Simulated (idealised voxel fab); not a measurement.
Process module under the name voxel capacitor over wiring
Cross-section cut spans 140 nm and uses square cells 5 nm in size.
A cross-section is a grid of square cells, given in bands from the top down. A band is one or more rows of cells. Band entry format. Leading values: height of top, height of bottom, nm. Remainder: materials in left-to-right order, each with its width in nm. Special words: "edge to edge" on a single material, which then fills the band edge to edge; "blank", empty space. Note: height 0 marks the level under which the wafer is uniformly one material as received. Lowest band unbounded below, written "0 and below". When a width is written as two numbers, as in "30->40", the first number is the width in the top row of cells of the band and the second is the width in its bottom row, and the width changes by the same amount from each row to the next. The cross-section has no changed cell in any step marked "no change". In "Completely enclosed voids" the enclosed voids are listed, meaning empty spaces of 8 cells or larger without any opening to the top. The form is width x height at distance, distance from the left edge, units nm. Where a step's line continues beyond its settings, the continuation is a remark by the simulator itself on that step. overlay nm, on a step with a mask: how far to the right of its planned place the mask lay; to the left if negative.

Process steps (planned):
1: RECEIVE, material Si
2: CONFORMAL_DEP, material SiO2, thk nm 15
3: DIRECTIONAL_DEP, material TiN, thk nm 5
4: DIRECTIONAL_DEP, material W, thk nm 25
5: MASKED_ETCH, tone cover, mask id METAL_1, width nm 20, pitch nm 75, etch materials W, depth nm 25, overlay nm 0
6: MASKED_ETCH, tone cover, mask id METAL_1, width nm 20, pitch nm 75, etch materials TiN, depth nm 5, overlay nm 0
7: FILL_DEP, material lowk, thk nm 5
8: CMP, height nm 45
9: CONFORMAL_DEP, material SiCN, thk nm 5
10: DIRECTIONAL_DEP, material lowk, thk nm 15
11: PATTERN, tone open, mask id PLUG_1, material resist, width nm 15, thk nm 20, overlay nm 0
12: DIRECTIONAL_ETCH, etch materials lowk, depth nm 15
13: DIRECTIONAL_ETCH, etch materials SiCN, depth nm 5
14: STRIP, etch materials resist
15: EPI, material Ru, thk nm 10
16: EPI, material Ru, thk nm 10
17: DIRECTIONAL_DEP, material TiN, thk nm 5
18: DIRECTIONAL_DEP, material SiN, thk nm 5
19: DIRECTIONAL_DEP, material TiN, thk nm 10
20: PATTERN, tone cover, mask id UPPER_PLATE, material resist, width nm 60, thk nm 20, overlay nm 0
21: DIRECTIONAL_ETCH, etch materials TiN, depth nm 10
22: DIRECTIONAL_ETCH, etch materials SiN, depth nm 5
23: STRIP, etch materials resist
24: DIRECTIONAL_DEP, material aC, thk nm 10
25: PATTERN, tone cover, mask id LOWER_PLATE, material resist, width nm 70, thk nm 30, overlay nm 0
26: DIRECTIONAL_ETCH, etch materials aC, depth nm 10
27: STRIP, etch materials resist
28: DIRECTIONAL_ETCH, etch materials TiN, depth nm 5
29: STRIP, etch materials aC
30: FILL_DEP, material SiO2, thk nm 15
31: CMP, height nm 95
32: MASKED_ETCH, tone open, mask id PLUG_2, width nm 15, etch materials SiO2, depth nm 10, overlay nm 0
33: CONFORMAL_DEP, material TiN, thk nm 5
34: FILL_DEP, material Cu, thk nm 5
35: CMP, height nm 95
36: CONFORMAL_DEP, material SiCN, thk nm 5
Where the wafers of this document differ is in the width nm of step 11; they start out the same, and the plan states the value that applied to the first wafer.

So this is the first of several wafers, cross-sectioned as it came to us, meaning it's at the end of step 1:
	0 and below = Si edge to edge
	Completely enclosed voids: none

Per wafer (row), end of module: delta in cells per material since receipt, (+) for gained, (-) for lost; closed voids after that:
width nm 15, +1 Cu, +12 Ru, +53 SiCN, +12 SiN, +196 SiO2, +51 TiN, +40 W, +195 lowk, Completely enclosed voids: none
width nm 20, +1 Cu, +16 Ru, +52 SiCN, +12 SiN, +196 SiO2, +51 TiN, +40 W, +192 lowk, Completely enclosed voids: none
width nm 25, +1 Cu, +20 Ru, +51 SiCN, +12 SiN, +196 SiO2, +51 TiN, +40 W, +189 lowk, Completely enclosed voids: none
width nm 30, +1 Cu, +24 Ru, +50 SiCN, +12 SiN, +196 SiO2, +51 TiN, +40 W, +186 lowk, Completely enclosed voids: none
